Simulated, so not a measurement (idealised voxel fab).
process module | voxel fin reveal
cross-section cut | 255 nm wide | cells 5 nm
A cross-section is a grid of square cells, given in bands from the top down. A band is one or more rows of cells.
Each band's line starts with the height of the band's top and of its bottom, in nm. Then come its materials from left to right, each with its width in nm. One material with "throughout" fills the band from edge to edge. "air" is empty space.
Height 0 is the level under which the wafer as received is all one material. The lowest band goes on downwards, as in "0 down".
A width such as "30 to 40" changes by the same amount from each row of cells to the next, from the band's top row to its bottom row.
"no change" after a step means that no cell of the cross-section changed.
closed voids: empty space of 8 cells or more with no open way to the top, each as width x height at its distance from the left edge, in nm
after a step's settings: what the simulator itself notes on the step
overlay nm, on a step with a mask: how far to the right of its planned place the mask lay; to the left if negative
Each pair below shows a cross-section before one step and the cross-section after it, down to the lowest band that changed. The line under each pair gives the step between them, with its settings. The pairs can come from different runs of this module on the same starting wafer, so a pair continues from the pair above only where its "before" says so.
before
  0 down: Si throughout
  closed voids: none
after
  5 to 0: SiN throughout
  below 0: unchanged
  closed voids: none
the step between: op CONFORMAL_DEP | material SiN | thk nm 5
before: the cross-section after the pair above
after
  20 to 5: air 50 | resist 15 | air 30 | resist 15 | air 30 | resist 15 | air 30 | resist 15 | air 55
  below 5: unchanged
  closed voids: none
the step between: op PATTERN | tone cover | mask id FINS | material resist | width nm 15 | pitch nm 45 | thk nm 15 | overlay nm 0
before: the cross-section after the pair above
after
  20 to 5: air 50 | resist 15 | air 30 | resist 15 | air 30 | resist 15 | air 30 | resist 15 | air 55
  5 to 0: air 50 | SiN 15 | air 30 | SiN 15 | air 30 | SiN 15 | air 30 | SiN 15 | air 55
  below 0: unchanged
  closed voids: none
the step between: op DIRECTIONAL_ETCH | etch materials SiN | depth nm 5
before: the cross-section after the pair above
after
  20 to 5: air 50 | resist 15 | air 30 | resist 15 | air 30 | resist 15 | air 30 | resist 15 | air 55
  5 to 0: air 50 | SiN 15 | air 30 | SiN 15 | air 30 | SiN 15 | air 30 | SiN 15 | air 55
  0 to -30: air 50 | Si 15 | air 30 | Si 15 | air 30 | Si 15 | air 30 | Si 15 | air 55
  below -30: unchanged
  closed voids: none
the step between: op DIRECTIONAL_ETCH | etch materials Si | depth nm 30
before: the cross-section after the pair above
after
  5 to 0: air 50 | SiN 15 | air 30 | SiN 15 | air 30 | SiN 15 | air 30 | SiN 15 | air 55
  below 0: unchanged
  closed voids: none
the step between: op STRIP | etch materials resist
before: the cross-section after the pair above
after
  10 to 5: SiO2 throughout
  5 to 0: SiO2 50 | SiN 15 | SiO2 30 | SiN 15 | SiO2 30 | SiN 15 | SiO2 30 | SiN 15 | SiO2 55
  0 to -30: SiO2 50 | Si 15 | SiO2 30 | Si 15 | SiO2 30 | Si 15 | SiO2 30 | Si 15 | SiO2 55
  below -30: unchanged
  closed voids: none
the step between: op FILL_DEP | material SiO2 | thk nm 5
before: the cross-section after the pair above
after
  5 to 0: SiO2 50 | SiN 15 | SiO2 30 | SiN 15 | SiO2 30 | SiN 15 | SiO2 30 | SiN 15 | SiO2 55
  below 0: unchanged
  closed voids: none
the step between: op CMP | height nm 5
before: the cross-section after the pair above
after
  5 to 0: air 50 | SiN 15 | air 30 | SiN 15 | air 30 | SiN 15 | air 30 | SiN 15 | air 55
  0 to -10: air 50 | Si 15 | air 30 | Si 15 | air 30 | Si 15 | air 30 | Si 15 | air 55
  below -10: unchanged
  closed voids: none
the step between: op SELECTIVE_ETCH | etch materials SiO2 | depth nm 15
before: the cross-section after the pair above
after
  0 to -10: air 50 | Si 15 | air 30 | Si 15 | air 30 | Si 15 | air 30 | Si 15 | air 55
  below -10: unchanged
  closed voids: none
the step between: op STRIP | etch materials SiN
before
  5 to 0: air 50 | SiN 15 | air 30 | SiN 15 | air 30 | SiN 15 | air 30 | SiN 15 | air 55
  0 to -10: air 50 | Si 15 | air 30 | Si 15 | air 30 | Si 15 | air 30 | Si 15 | air 55
  -10 to -30: SiO2 50 | Si 15 | SiO2 30 | Si 15 | SiO2 30 | Si 15 | SiO2 30 | Si 15 | SiO2 55
  -30 down: Si throughout
  closed voids: none
after
  5 to 0: air 50 | SiN 15 | air 30 | SiN 15 | air 30 | SiN 15 | air 30 | SiN 15 | air 55
  0 to -25: air 50 | Si 15 | air 30 | Si 15 | air 30 | Si 15 | air 30 | Si 15 | air 55
  below -25: unchanged
  closed voids: none
the step between: op SELECTIVE_ETCH | etch materials SiO2 | depth nm 15
before: the cross-section after the pair above
after
  0 to -25: air 50 | Si 15 | air 30 | Si 15 | air 30 | Si 15 | air 30 | Si 15 | air 55
  below -25: unchanged
  closed voids: none
the step between: op STRIP | etch materials SiN
before
  5 to 0: SiO2 50 | SiN 15 | SiO2 30 | SiN 15 | SiO2 30 | SiN 15 | SiO2 30 | SiN 15 | SiO2 55
  0 to -30: SiO2 50 | Si 15 | SiO2 30 | Si 15 | SiO2 30 | Si 15 | SiO2 30 | Si 15 | SiO2 55
  -30 down: Si throughout
  closed voids: none
after
  5 to 0: SiO2 50 | air 15 | SiO2 30 | air 15 | SiO2 30 | air 15 | SiO2 30 | air 15 | SiO2 55
  below 0: unchanged
  closed voids: none
the step between: op STRIP | etch materials SiN
before: the cross-section after the pair above
after
  0 to -10: air 50 | Si 15 | air 30 | Si 15 | air 30 | Si 15 | air 30 | Si 15 | air 55
  -10 to -15: SiO2 35 | air 15 | Si 15 | air 30 | Si 15 | air 30 | Si 15 | air 30 | Si 15 | air 15 | SiO2 40
  below -15: unchanged
  closed voids: none
the step between: op SELECTIVE_ETCH | etch materials SiO2 | depth nm 15
before
  20 to 5: air 50 | resist 15 | air 30 | resist 15 | air 30 | resist 15 | air 30 | resist 15 | air 55
  5 to 0: air 50 | SiN 15 | air 30 | SiN 15 | air 30 | SiN 15 | air 30 | SiN 15 | air 55
  0 down: Si throughout
  closed voids: none
after
  20 to 5: air 50 | resist 15 | air 30 | resist 15 | air 30 | resist 15 | air 30 | resist 15 | air 55
  5 to 0: air 50 | SiN 15 | air 30 | SiN 15 | air 30 | SiN 15 | air 30 | SiN 15 | air 55
  0 to -25: air 50 | Si 15 | air 30 | Si 15 | air 30 | Si 15 | air 30 | Si 15 | air 55
  below -25: unchanged
  closed voids: none
the step between: op DIRECTIONAL_ETCH | etch materials Si | depth nm 25
before: the cross-section after the pair above
after
  5 to 0: air 50 | SiN 15 | air 30 | SiN 15 | air 30 | SiN 15 | air 30 | SiN 15 | air 55
  below 0: unchanged
  closed voids: none
the step between: op STRIP | etch materials resist
before: the cross-section after the pair above
after
  10 to 5: SiO2 throughout
  5 to 0: SiO2 50 | SiN 15 | SiO2 30 | SiN 15 | SiO2 30 | SiN 15 | SiO2 30 | SiN 15 | SiO2 55
  0 to -25: SiO2 50 | Si 15 | SiO2 30 | Si 15 | SiO2 30 | Si 15 | SiO2 30 | Si 15 | SiO2 55
  below -25: unchanged
  closed voids: none
the step between: op FILL_DEP | material SiO2 | thk nm 5
before: the cross-section after the pair above
after
  5 to 0: SiO2 50 | SiN 15 | SiO2 30 | SiN 15 | SiO2 30 | SiN 15 | SiO2 30 | SiN 15 | SiO2 55
  below 0: unchanged
  closed voids: none
the step between: op CMP | height nm 5
before: the cross-section after the pair above
after
  5 to 0: air 50 | SiN 15 | air 30 | SiN 15 | air 30 | SiN 15 | air 30 | SiN 15 | air 55
  0 to -10: air 50 | Si 15 | air 30 | Si 15 | air 30 | Si 15 | air 30 | Si 15 | air 55
  below -10: unchanged
  closed voids: none
the step between: op SELECTIVE_ETCH | etch materials SiO2 | depth nm 15
before: the cross-section after the pair above
after
  0 to -10: air 50 | Si 15 | air 30 | Si 15 | air 30 | Si 15 | air 30 | Si 15 | air 55
  below -10: unchanged
  closed voids: none
the step between: op STRIP | etch materials SiN
before
  5 to 0: SiN throughout
  0 down: Si throughout
  closed voids: none
after
  20 to 5: air 45 | resist 25 | air 20 | resist 25 | air 20 | resist 25 | air 20 | resist 25 | air 50
  below 5: unchanged
  closed voids: none
the step between: op PATTERN | tone cover | mask id FINS | material resist | width nm 25 | pitch nm 45 | thk nm 15 | overlay nm 0
before: the cross-section after the pair above
after
  20 to 5: air 45 | resist 25 | air 20 | resist 25 | air 20 | resist 25 | air 20 | resist 25 | air 50
  5 to 0: air 45 | SiN 25 | air 20 | SiN 25 | air 20 | SiN 25 | air 20 | SiN 25 | air 50
  below 0: unchanged
  closed voids: none
the step between: op DIRECTIONAL_ETCH | etch materials SiN | depth nm 5
before: the cross-section after the pair above
after
  20 to 5: air 45 | resist 25 | air 20 | resist 25 | air 20 | resist 25 | air 20 | resist 25 | air 50
  5 to 0: air 45 | SiN 25 | air 20 | SiN 25 | air 20 | SiN 25 | air 20 | SiN 25 | air 50
  0 to -30: air 45 | Si 25 | air 20 | Si 25 | air 20 | Si 25 | air 20 | Si 25 | air 50
  below -30: unchanged
  closed voids: none
the step between: op DIRECTIONAL_ETCH | etch materials Si | depth nm 30
before: the cross-section after the pair above
after
  5 to 0: air 45 | SiN 25 | air 20 | SiN 25 | air 20 | SiN 25 | air 20 | SiN 25 | air 50
  below 0: unchanged
  closed voids: none
the step between: op STRIP | etch materials resist
before: the cross-section after the pair above
after
  10 to 5: SiO2 throughout
  5 to 0: SiO2 45 | SiN 25 | SiO2 20 | SiN 25 | SiO2 20 | SiN 25 | SiO2 20 | SiN 25 | SiO2 50
  0 to -30: SiO2 45 | Si 25 | SiO2 20 | Si 25 | SiO2 20 | Si 25 | SiO2 20 | Si 25 | SiO2 50
  below -30: unchanged
  closed voids: none
the step between: op FILL_DEP | material SiO2 | thk nm 5
before: the cross-section after the pair above
after
  5 to 0: SiO2 45 | SiN 25 | SiO2 20 | SiN 25 | SiO2 20 | SiN 25 | SiO2 20 | SiN 25 | SiO2 50
  below 0: unchanged
  closed voids: none
the step between: op CMP | height nm 5
before: the cross-section after the pair above
after
  5 to 0: air 45 | SiN 25 | air 20 | SiN 25 | air 20 | SiN 25 | air 20 | SiN 25 | air 50
  0 to -10: air 45 | Si 25 | air 20 | Si 25 | air 20 | Si 25 | air 20 | Si 25 | air 50
  below -10: unchanged
  closed voids: none
the step between: op SELECTIVE_ETCH | etch materials SiO2 | depth nm 15
before: the cross-section after the pair above
after
  0 to -10: air 45 | Si 25 | air 20 | Si 25 | air 20 | Si 25 | air 20 | Si 25 | air 50
  below -10: unchanged
  closed voids: none
the step between: op STRIP | etch materials SiN
before
  5 to 0: SiN throughout
  0 down: Si throughout
  closed voids: none
after
  20 to 5: air 45 | resist 15 | air 30 | resist 15 | air 30 | resist 15 | air 30 | resist 15 | air 60
  below 5: unchanged
  closed voids: none
the step between: op PATTERN | tone cover | mask id FINS | material resist | width nm 15 | pitch nm 45 | thk nm 15 | overlay nm -5
before: the cross-section after the pair above
after
  20 to 5: air 45 | resist 15 | air 30 | resist 15 | air 30 | resist 15 | air 30 | resist 15 | air 60
  5 to 0: air 45 | SiN 15 | air 30 | SiN 15 | air 30 | SiN 15 | air 30 | SiN 15 | air 60
  below 0: unchanged
  closed voids: none
the step between: op DIRECTIONAL_ETCH | etch materials SiN | depth nm 5
before: the cross-section after the pair above
after
  20 to 5: air 45 | resist 15 | air 30 | resist 15 | air 30 | resist 15 | air 30 | resist 15 | air 60
  5 to 0: air 45 | SiN 15 | air 30 | SiN 15 | air 30 | SiN 15 | air 30 | SiN 15 | air 60
  0 to -30: air 45 | Si 15 | air 30 | Si 15 | air 30 | Si 15 | air 30 | Si 15 | air 60
  below -30: unchanged
  closed voids: none
the step between: op DIRECTIONAL_ETCH | etch materials Si | depth nm 30
before: the cross-section after the pair above
after
  5 to 0: air 45 | SiN 15 | air 30 | SiN 15 | air 30 | SiN 15 | air 30 | SiN 15 | air 60
  below 0: unchanged
  closed voids: none
the step between: op STRIP | etch materials resist
before: the cross-section after the pair above
after
  10 to 5: SiO2 throughout
  5 to 0: SiO2 45 | SiN 15 | SiO2 30 | SiN 15 | SiO2 30 | SiN 15 | SiO2 30 | SiN 15 | SiO2 60
  0 to -30: SiO2 45 | Si 15 | SiO2 30 | Si 15 | SiO2 30 | Si 15 | SiO2 30 | Si 15 | SiO2 60
  below -30: unchanged
  closed voids: none
the step between: op FILL_DEP | material SiO2 | thk nm 5
before: the cross-section after the pair above
after
  5 to 0: SiO2 45 | SiN 15 | SiO2 30 | SiN 15 | SiO2 30 | SiN 15 | SiO2 30 | SiN 15 | SiO2 60
  below 0: unchanged
  closed voids: none
the step between: op CMP | height nm 5
before: the cross-section after the pair above
after
  5 to 0: air 45 | SiN 15 | air 30 | SiN 15 | air 30 | SiN 15 | air 30 | SiN 15 | air 60
  0 to -10: air 45 | Si 15 | air 30 | Si 15 | air 30 | Si 15 | air 30 | Si 15 | air 60
  below -10: unchanged
  closed voids: none
the step between: op SELECTIVE_ETCH | etch materials SiO2 | depth nm 15
before: the cross-section after the pair above
after
  0 to -10: air 45 | Si 15 | air 30 | Si 15 | air 30 | Si 15 | air 30 | Si 15 | air 60
  below -10: unchanged
  closed voids: none
the step between: op STRIP | etch materials SiN
before
  5 to 0: air 50 | SiN 15 | air 30 | SiN 15 | air 30 | SiN 15 | air 30 | SiN 15 | air 55
  0 to -30: air 50 | Si 15 | air 30 | Si 15 | air 30 | Si 15 | air 30 | Si 15 | air 55
  -30 down: Si throughout
  closed voids: none
after
  10 to 0: SiN throughout
  0 to -30: SiN 50 | Si 15 | SiN 30 | Si 15 | SiN 30 | Si 15 | SiN 30 | Si 15 | SiN 55
  below -30: unchanged
  closed voids: none
the step between: op FILL_DEP | material SiN | thk nm 5
before: the cross-section after the pair above
after
  5 to 0: SiN throughout
  below 0: unchanged
  closed voids: none
the step between: op CMP | height nm 5
before: the cross-section after the pair above
after
  0 to -30: air 50 | Si 15 | air 30 | Si 15 | air 30 | Si 15 | air 30 | Si 15 | air 55
  below -30: unchanged
  closed voids: none
the step between: op STRIP | etch materials SiN
before
  5 to 0: SiN throughout
  0 down: Si throughout
  closed voids: none
after
  20 to 5: resist 50 | air 15 | resist 30 | air 15 | resist 30 | air 15 | resist 30 | air 15 | resist 55
  below 5: unchanged
  closed voids: none
the step between: op PATTERN | tone open | mask id FINS | material resist | width nm 15 | pitch nm 45 | thk nm 15 | overlay nm 0
before: the cross-section after the pair above
after
  20 to 5: resist 50 | air 15 | resist 30 | air 15 | resist 30 | air 15 | resist 30 | air 15 | resist 55
  5 to 0: SiN 50 | air 15 | SiN 30 | air 15 | SiN 30 | air 15 | SiN 30 | air 15 | SiN 55
  below 0: unchanged
  closed voids: none
the step between: op DIRECTIONAL_ETCH | etch materials SiN | depth nm 5
before: the cross-section after the pair above
after
  20 to 5: resist 50 | air 15 | resist 30 | air 15 | resist 30 | air 15 | resist 30 | air 15 | resist 55
  5 to 0: SiN 50 | air 15 | SiN 30 | air 15 | SiN 30 | air 15 | SiN 30 | air 15 | SiN 55
  0 to -30: Si 50 | air 15 | Si 30 | air 15 | Si 30 | air 15 | Si 30 | air 15 | Si 55
  below -30: unchanged
  closed voids: none
the step between: op DIRECTIONAL_ETCH | etch materials Si | depth nm 30
before: the cross-section after the pair above
after
  5 to 0: SiN 50 | air 15 | SiN 30 | air 15 | SiN 30 | air 15 | SiN 30 | air 15 | SiN 55
  below 0: unchanged
  closed voids: none
the step between: op STRIP | etch materials resist
before: the cross-section after the pair above
after
  10 to 5: SiO2 throughout
  5 to 0: SiN 50 | SiO2 15 | SiN 30 | SiO2 15 | SiN 30 | SiO2 15 | SiN 30 | SiO2 15 | SiN 55
  0 to -30: Si 50 | SiO2 15 | Si 30 | SiO2 15 | Si 30 | SiO2 15 | Si 30 | SiO2 15 | Si 55
  below -30: unchanged
  closed voids: none
the step between: op FILL_DEP | material SiO2 | thk nm 5
before: the cross-section after the pair above
after
  5 to 0: SiN 50 | SiO2 15 | SiN 30 | SiO2 15 | SiN 30 | SiO2 15 | SiN 30 | SiO2 15 | SiN 55
  below 0: unchanged
  closed voids: none
the step between: op CMP | height nm 5
before: the cross-section after the pair above
after
  5 to 0: SiN 50 | air 15 | SiN 30 | air 15 | SiN 30 | air 15 | SiN 30 | air 15 | SiN 55
  0 to -10: Si 50 | air 15 | Si 30 | air 15 | Si 30 | air 15 | Si 30 | air 15 | Si 55
  below -10: unchanged
  closed voids: none
the step between: op SELECTIVE_ETCH | etch materials SiO2 | depth nm 15
before: the cross-section after the pair above
after
  0 to -10: Si 50 | air 15 | Si 30 | air 15 | Si 30 | air 15 | Si 30 | air 15 | Si 55
  below -10: unchanged
  closed voids: none
the step between: op STRIP | etch materials SiN
